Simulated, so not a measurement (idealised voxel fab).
You're looking at the process module voxel capacitor over wiring.
It is cross-section cut that appears here, measuring 190 nm in width, its square cells being 5 nm in size.
A cross-section in this document is a grid of square cells, and it is written down as bands, the top band listed before the ones below it; a band is made up of one or more rows of cells.
This entry defines a band. It first specifies the height of the band's top and the height of its bottom in nm, and then specifies the band's materials from left to right, stating each material with its width in nm. The word "all across" identifies a single material that fills the band from edge to edge, while the word "blank" identifies empty space.
It should be noted that heights are counted from 0, beneath which the wafer as supplied is of one material throughout, and that the lowest band possesses no lower boundary but continues downward, as written in "from 0 down".
A width given as "30->40" starts at the first number in the band's top row and ends at the second number in its bottom row, shifting by an equal amount at every step from row to row.
Any step labelled "all unchanged" changed none of the cells in the cross-section.
Heads up: "Closed void inventory" only lists the empty pockets with no open path to the top that are 8 cells or more, and it writes them as width x height at distance, distance from the left edge, in nm.
The remark found on a step's line after its settings is issued by the simulator itself and pertains to that step.
The "overlay nm" setting may appear on a step's line; for a step that uses a mask, it gives how far to the right of its planned position the mask lay, and a negative value indicates the left.

## The following list gives the planned process steps
- 1: RECEIVE, material Si
- 2: CONFORMAL_DEP, material SiO2, thk nm 10
- 3: CONFORMAL_DEP, material SiN, thk nm 5
- 4: DIRECTIONAL_DEP, material SiO2, thk nm 15
- 5: MASKED_ETCH, tone open, mask id METAL_1, width nm 30, pitch nm 80, etch materials SiO2, depth nm 15, overlay nm 0
- 6: MASKED_ETCH, tone open, mask id METAL_1, width nm 30, pitch nm 80, etch materials SiN, depth nm 5, overlay nm 0
- 7: CONFORMAL_DEP, material TiN, thk nm 5
- 8: FILL_DEP, material Ru, thk nm 10
- 9: CMP, height nm 30
- 10: EPI, material Ru, thk nm 5
- 11: FILL_DEP, material SiCN, thk nm 5
- 12: DIRECTIONAL_DEP, material SiO2, thk nm 10
- 13: PATTERN, tone open, mask id PLUG_1, material resist, width nm 15, thk nm 15, overlay nm 0
- 14: DIRECTIONAL_ETCH, etch materials SiO2, depth nm 10
- 15: DIRECTIONAL_ETCH, etch materials SiCN, depth nm 5
- 16: STRIP, etch materials resist
- 17: CONFORMAL_DEP, material TiN, thk nm 5
- 18: FILL_DEP, material Cu, thk nm 10
- 19: CMP, height nm 50
- 20: DIRECTIONAL_DEP, material TiN, thk nm 5
- 21: DIRECTIONAL_DEP, material HfO2, thk nm 5
- 22: DIRECTIONAL_DEP, material TiN, thk nm 5
- 23: DIRECTIONAL_DEP, material aC, thk nm 10
- 24: PATTERN, tone cover, mask id UPPER_PLATE, material resist, width nm 55, thk nm 25, overlay nm 0
- 25: DIRECTIONAL_ETCH, etch materials aC, depth nm 10
- 26: STRIP, etch materials resist
- 27: DIRECTIONAL_ETCH, etch materials TiN, depth nm 5
- 28: DIRECTIONAL_ETCH, etch materials HfO2, depth nm 5
- 29: STRIP, etch materials aC
- 30: PATTERN, tone cover, mask id LOWER_PLATE, material resist, width nm 65, thk nm 15, overlay nm 0
- 31: DIRECTIONAL_ETCH, etch materials TiN, depth nm 5
- 32: STRIP, etch materials resist
- 33: FILL_DEP, material SiO2, thk nm 20
- 34: CMP, height nm 80
- 35: MASKED_ETCH, tone open, mask id PLUG_2, width nm 15, etch materials SiO2, depth nm 15, overlay nm 0
- 36: CONFORMAL_DEP, material TiN, thk nm 5
- 37: FILL_DEP, material W, thk nm 5
- 38: CMP, height nm 80
- 39: CONFORMAL_DEP, material SiN, thk nm 5

## Delivered wafer in cross-section: state after step 1
	from 0 down | Si all across
	Closed void inventory: none

## First of two wafers: cross-section at end of module, run per plan
	from 85 to 80 | SiN all across
	from 80 to 70 | SiO2 (65) | TiN (5) | W (5) | TiN (5) | SiO2 (110)
	from 70 to 60 | SiO2 (65->55) | TiN (15->55) | SiO2 (110->80)
	from 60 to 55 | SiO2 (55) | HfO2 (55) | SiO2 (80)
	from 55 to 50 | SiO2 (50) | TiN (65) | SiO2 (75)
	from 50 to 40 | SiO2 (55) | TiN (5) | Cu (5) | TiN (5) | SiO2 (120)
	from 40 to 35 | SiCN (55) | TiN (15) | SiCN (120)
	from 35 to 30 | SiCN (35) | Ru (40) | SiCN (40) | Ru (40) | SiCN (35)
	from 30 to 15 | SiO2 (40) | TiN (5) | Ru (20) | TiN (5) | SiO2 (50) | TiN (5) | Ru (20) | TiN (5) | SiO2 (40)
	from 15 to 10 | SiN (40) | TiN (30) | SiN (50) | TiN (30) | SiN (40)
	from 10 to 0 | SiO2 all across
	from 0 down | Si all across
	Closed void inventory: none

## End of module, second wafer, cross-section. Started like the first, planned like the first, run with one mistake
	from 85 to 80 | SiN all across
	from 80 to 70 | SiO2 (65) | TiN (5) | W (5) | TiN (5) | SiO2 (110)
	from 70 to 60 | SiO2 (65) | TiN (15->50) | SiO2 (110->75)
	from 60 to 55 | SiO2 (65) | HfO2 (55) | SiO2 (70)
	from 55 to 50 | SiO2 (50) | TiN (70) | SiO2 (70)
	from 50 to 40 | SiO2 (55) | TiN (5) | Cu (5) | TiN (5) | SiO2 (120)
	from 40 to 35 | SiCN (55) | TiN (15) | SiCN (120)
	from 35 to 30 | SiCN (35) | Ru (40) | SiCN (40) | Ru (40) | SiCN (35)
	from 30 to 15 | SiO2 (40) | TiN (5) | Ru (20) | TiN (5) | SiO2 (50) | TiN (5) | Ru (20) | TiN (5) | SiO2 (40)
	from 15 to 10 | SiN (40) | TiN (30) | SiN (50) | TiN (30) | SiN (40)
	from 10 to 0 | SiO2 all across
	from 0 down | Si all across
	Closed void inventory: none
What was the processing mistake? step 24 did not happen as planned, as run it was PATTERN, tone cover, mask id UPPER_PLATE, material resist, width nm 55, thk nm 25, overlay nm 10
If you tally the cells, the second wafer ends up with the same amount of every material as the first; it's all just sitting in different places.
